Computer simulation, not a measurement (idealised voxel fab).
process module | voxel wiring stack
cross-section cut | 230 nm wide | cells 5 nm
A cross-section is a grid of square cells, given in bands from the top down. A band is one or more rows of cells.
Each band's line starts with the height of the band's top and of its bottom, in nm. Then come its materials from left to right, each with its width in nm. One material with "throughout" fills the band from edge to edge. "air" is empty space.
Height 0 is the level under which the wafer as received is all one material. The lowest band goes on downwards, as in "0 down".
A width such as "30 to 40" changes by the same amount from each row of cells to the next, from the band's top row to its bottom row.
"no change" after a step means that no cell of the cross-section changed.
closed voids: empty space of 8 cells or more with no open way to the top, each as width x height at its distance from the left edge, in nm
after a step's settings: what the simulator itself notes on the step
overlay nm, on a step with a mask: how far to the right of its planned place the mask lay; to the left if negative
plan
1 op RECEIVE | material Si
2 op CONFORMAL_DEP | material SiO2 | thk nm 10
3 op DIRECTIONAL_DEP | material TiN | thk nm 5
4 op DIRECTIONAL_DEP | material W | thk nm 25
5 op MASKED_ETCH | tone cover | mask id METAL_1 | width nm 25 | pitch nm 40 | etch materials W | depth nm 25 | overlay nm 0
6 op MASKED_ETCH | tone cover | mask id METAL_1 | width nm 25 | pitch nm 40 | etch materials TiN | depth nm 5 | overlay nm 0
7 op CONFORMAL_DEP | material SiCN | thk nm 5
8 op FILL_DEP | material lowk | thk nm 10
9 op CMP | height nm 40
10 op CONFORMAL_DEP | material SiCN | thk nm 5
11 op DIRECTIONAL_DEP | material SiO2 | thk nm 10
12 op PATTERN | tone open | mask id PLUG_1 | material resist | width nm 15 | thk nm 20 | overlay nm 0
13 op DIRECTIONAL_ETCH | etch materials SiO2 | depth nm 10
14 op DIRECTIONAL_ETCH | etch materials SiCN | depth nm 5
15 op STRIP | etch materials resist
16 op CONFORMAL_DEP | material TiN | thk nm 5
17 op FILL_DEP | material Ru | thk nm 5
18 op CMP | height nm 55
19 op CONFORMAL_DEP | material SiCN | thk nm 5
20 op DIRECTIONAL_DEP | material lowk | thk nm 25
21 op MASKED_ETCH | tone open | mask id METAL_2 | width nm 25 | pitch nm 40 | etch materials lowk | depth nm 25 | overlay nm 0
22 op MASKED_ETCH | tone open | mask id METAL_2 | width nm 25 | pitch nm 40 | etch materials SiCN | depth nm 5 | overlay nm 0
23 op CONFORMAL_DEP | material TiN | thk nm 5
24 op FILL_DEP | material Cu | thk nm 5
25 op CMP | height nm 85
26 op CONFORMAL_DEP | material SiCN | thk nm 5
27 op DIRECTIONAL_DEP | material lowk | thk nm 10
28 op MASKED_ETCH | tone open | mask id PLUG_2 | width nm 15 | etch materials lowk | depth nm 10 | overlay nm 0
29 op MASKED_ETCH | tone open | mask id PLUG_2 | width nm 15 | etch materials SiCN | depth nm 5 | overlay nm 0
30 op CONFORMAL_DEP | material TiN | thk nm 5
31 op FILL_DEP | material Cu | thk nm 5
32 op CMP | height nm 100
33 op DIRECTIONAL_DEP | material TiN | thk nm 5
34 op DIRECTIONAL_DEP | material W | thk nm 25
35 op DIRECTIONAL_DEP | material aC | thk nm 10
36 op PATTERN | tone cover | mask id METAL_3 | material resist | width nm 25 | pitch nm 40 | thk nm 25 | overlay nm 0
37 op DIRECTIONAL_ETCH | etch materials aC | depth nm 10
38 op STRIP | etch materials resist
39 op DIRECTIONAL_ETCH | etch materials W | depth nm 25
40 op DIRECTIONAL_ETCH | etch materials TiN | depth nm 5
41 op STRIP | etch materials aC
42 op FILL_DEP | material lowk | thk nm 10
43 op CMP | height nm 130
44 op CONFORMAL_DEP | material SiCN | thk nm 5
45 op DIRECTIONAL_DEP | material lowk | thk nm 10
46 op MASKED_ETCH | tone open | mask id PLUG_3 | width nm 15 | etch materials lowk | depth nm 10 | overlay nm 0
47 op MASKED_ETCH | tone open | mask id PLUG_3 | width nm 15 | etch materials SiCN | depth nm 5 | overlay nm 0
48 op CONFORMAL_DEP | material TiN | thk nm 5
49 op FILL_DEP | material W | thk nm 10
50 op CMP | height nm 145
51 op CONFORMAL_DEP | material SiN | thk nm 5
52 op DIRECTIONAL_DEP | material SiO2 | thk nm 25
53 op MASKED_ETCH | tone open | mask id METAL_4 | width nm 25 | pitch nm 40 | etch materials SiO2 | depth nm 25 | overlay nm 0
54 op MASKED_ETCH | tone open | mask id METAL_4 | width nm 25 | pitch nm 40 | etch materials SiN | depth nm 5 | overlay nm 0
55 op CONFORMAL_DEP | material TiN | thk nm 5
56 op FILL_DEP | material Ru | thk nm 10
57 op CMP | height nm 175
58 op EPI | material Ru | thk nm 5
59 op FILL_DEP | material SiCN | thk nm 5
as received, after step 1
  0 down: Si throughout
  closed voids: none
first wafer at the end, as planned
  185 to 180: SiCN throughout
  180 to 175: SiCN 75 | Ru 35 | SiCN 5 | Ru 35 | SiCN 80
  175 to 150: SiO2 80 | TiN 5 | Ru 15 | TiN 5 | SiO2 15 | TiN 5 | Ru 15 | TiN 5 | SiO2 85
  150 to 145: SiN 80 | TiN 25 | SiN 15 | TiN 25 | SiN 85
  145 to 135: lowk 80 | TiN 5 | W 5 | TiN 5 | lowk 135
  135 to 130: SiCN 80 | TiN 15 | SiCN 135
  130 to 105: lowk 80 | W 25 | lowk 15 | W 25 | lowk 85
  105 to 100: lowk 80 | TiN 25 | lowk 15 | TiN 25 | lowk 85
  100 to 90: lowk 80 | TiN 5 | Cu 5 | TiN 5 | lowk 135
  90 to 85: SiCN 80 | TiN 15 | SiCN 135
  85 to 60: lowk 80 | TiN 5 | Cu 15 | TiN 5 | lowk 15 | TiN 5 | Cu 15 | TiN 5 | lowk 85
  60 to 55: SiCN 80 | TiN 25 | SiCN 15 | TiN 25 | SiCN 85
  55 to 45: SiO2 80 | TiN 5 | Ru 5 | TiN 5 | SiO2 135
  45 to 40: SiCN 80 | TiN 15 | SiCN 135
  40 to 15: lowk 75 | SiCN 5 | W 25 | SiCN 5 | lowk 5 | SiCN 5 | W 25 | SiCN 5 | lowk 80
  15 to 10: SiCN 80 | TiN 25 | SiCN 15 | TiN 25 | SiCN 85
  10 to 0: SiO2 throughout
  0 down: Si throughout
  closed voids: none
second wafer at the end: like start, like plan, one mistake
  185 to 180: SiCN throughout
  180 to 175: SiCN 75 | Ru 35 | SiCN 5 | Ru 35 | SiCN 80
  175 to 150: SiO2 80 | TiN 5 | Ru 15 | TiN 5 | SiO2 15 | TiN 5 | Ru 15 | TiN 5 | SiO2 85
  150 to 145: SiN 80 | TiN 25 | SiN 15 | TiN 25 | SiN 85
  145 to 135: lowk 80 | TiN 5 | W 5 | TiN 5 | lowk 135
  135 to 130: SiCN 80 | TiN 15 | SiCN 135
  130 to 105: lowk 80 | W 25 | lowk 15 | W 25 | lowk 85
  105 to 100: lowk 80 | TiN 25 | lowk 15 | TiN 25 | lowk 85
  100 to 90: lowk 80 | TiN 5 | Cu 5 | TiN 5 | lowk 135
  90 to 85: SiCN 80 | TiN 15 | SiCN 135
  85 to 60: lowk 80 | TiN 5 | Cu 15 | TiN 5 | lowk 15 | TiN 5 | Cu 15 | TiN 5 | lowk 85
  60 to 55: SiCN 80 | TiN 25 | SiCN 15 | TiN 25 | SiCN 85
  55 to 45: SiO2 80 | TiN 5 | Ru 5 | TiN 5 | SiO2 135
  45 to 40: SiCN 80 | TiN 15 | SiCN 135
  40 to 20: W 80 | SiCN 5 | lowk 15 | SiCN 5 | W 15 | SiCN 5 | lowk 15 | SiCN 5 | W 85
  20 to 15: W 80 | SiCN 25 | W 15 | SiCN 25 | W 85
  15 to 10: TiN throughout
  10 to 0: SiO2 throughout
  0 down: Si throughout
  closed voids: none
what went wrong: step 5 ran as: op MASKED_ETCH | tone open | mask id METAL_1 | width nm 25 | pitch nm 40 | etch materials W | depth nm 25 | overlay nm 0
at the end the second wafer has, in cells: 30 fewer of SiCN | 36 more of TiN | 130 more of W | 136 fewer of lowk
